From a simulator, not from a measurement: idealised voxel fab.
process module | voxel wiring stack
cross-section cut | 190 nm wide | cells 5 nm
A cross-section is a grid of square cells, given in bands from the top down. A band is one or more rows of cells.
Each band's line starts with the height of the band's top and of its bottom, in nm. Then come its materials from left to right, each with its width in nm. One material with "throughout" fills the band from edge to edge. "air" is empty space.
Height 0 is the level under which the wafer as received is all one material. The lowest band goes on downwards, as in "0 down".
A width such as "30 to 40" changes by the same amount from each row of cells to the next, from the band's top row to its bottom row.
"no change" after a step means that no cell of the cross-section changed.
closed voids: empty space of 8 cells or more with no open way to the top, each as width x height at its distance from the left edge, in nm
after a step's settings: what the simulator itself notes on the step
overlay nm, on a step with a mask: how far to the right of its planned place the mask lay; to the left if negative
plan
1 op RECEIVE | material Si
2 op CONFORMAL_DEP | material SiO2 | thk nm 10
3 op DIRECTIONAL_DEP | material TiN | thk nm 5
4 op DIRECTIONAL_DEP | material Ru | thk nm 25
5 op PATTERN | tone cover | mask id METAL_1 | material resist | width nm 25 | pitch nm 40 | thk nm 15 | overlay nm 0
6 op DIRECTIONAL_ETCH | etch materials Ru | depth nm 25
7 op DIRECTIONAL_ETCH | etch materials TiN | depth nm 5
8 op STRIP | etch materials resist
9 op CONFORMAL_DEP | material SiCN | thk nm 5
10 op FILL_DEP | material SiO2 | thk nm 10
11 op CMP | height nm 40
12 op CONFORMAL_DEP | material SiCN | thk nm 5
13 op DIRECTIONAL_DEP | material SiO2 | thk nm 10
14 op MASKED_ETCH | tone open | mask id PLUG_1 | width nm 15 | pitch nm 40 | etch materials SiO2 | depth nm 10 | overlay nm 0
15 op MASKED_ETCH | tone open | mask id PLUG_1 | width nm 15 | pitch nm 40 | etch materials SiCN | depth nm 5 | overlay nm 0
16 op CONFORMAL_DEP | material TiN | thk nm 5
17 op FILL_DEP | material W | thk nm 10
18 op CMP | height nm 55
19 op CONFORMAL_DEP | material SiN | thk nm 5
20 op DIRECTIONAL_DEP | material SiO2 | thk nm 20
21 op DIRECTIONAL_DEP | material aC | thk nm 15
22 op PATTERN | tone open | mask id METAL_2 | material resist | width nm 25 | pitch nm 40 | thk nm 30 | overlay nm 0
23 op DIRECTIONAL_ETCH | etch materials aC | depth nm 15
24 op STRIP | etch materials resist
25 op DIRECTIONAL_ETCH | etch materials SiO2 | depth nm 20
26 op DIRECTIONAL_ETCH | etch materials SiN | depth nm 5
27 op STRIP | etch materials aC
28 op CONFORMAL_DEP | material TiN | thk nm 5
29 op FILL_DEP | material Cu | thk nm 10
30 op CMP | height nm 80
31 op EPI | material Ru | thk nm 5
32 op FILL_DEP | material SiCN | thk nm 5
as received, after step 1
  0 down: Si throughout
  closed voids: none
a wafer at the end: this start, this plan, one mistake
  90 to 85: SiCN throughout
  85 to 80: Ru 45 | SiCN 15 | Ru 25 | SiCN 15 | Ru 25 | SiCN 15 | Ru 50
  80 to 60: Cu 35 | TiN 5 | SiO2 25 | TiN 5 | Cu 5 | TiN 5 | SiO2 25 | TiN 5 | Cu 5 | TiN 5 | SiO2 25 | TiN 5 | Cu 40
  60 to 55: TiN 40 | SiN 25 | TiN 15 | SiN 25 | TiN 15 | SiN 25 | TiN 45
  55 to 45: SiO2 40 | TiN 5 | W 5 | TiN 5 | SiO2 25 | TiN 5 | W 5 | TiN 5 | SiO2 25 | TiN 5 | W 5 | TiN 5 | SiO2 55
  45 to 40: SiCN 40 | TiN 15 | SiCN 25 | TiN 15 | SiCN 25 | TiN 15 | SiCN 55
  40 to 15: SiO2 35 | SiCN 5 | Ru 25 | SiCN 5 | SiO2 5 | SiCN 5 | Ru 25 | SiCN 5 | SiO2 5 | SiCN 5 | Ru 25 | SiCN 5 | SiO2 40
  15 to 10: SiCN 40 | TiN 25 | SiCN 15 | TiN 25 | SiCN 15 | TiN 25 | SiCN 45
  10 to 0: SiO2 throughout
  0 down: Si throughout
  closed voids: none
what went wrong: step 22 ran as: op PATTERN | tone cover | mask id METAL_2 | material resist | width nm 25 | pitch nm 40 | thk nm 30 | overlay nm 0
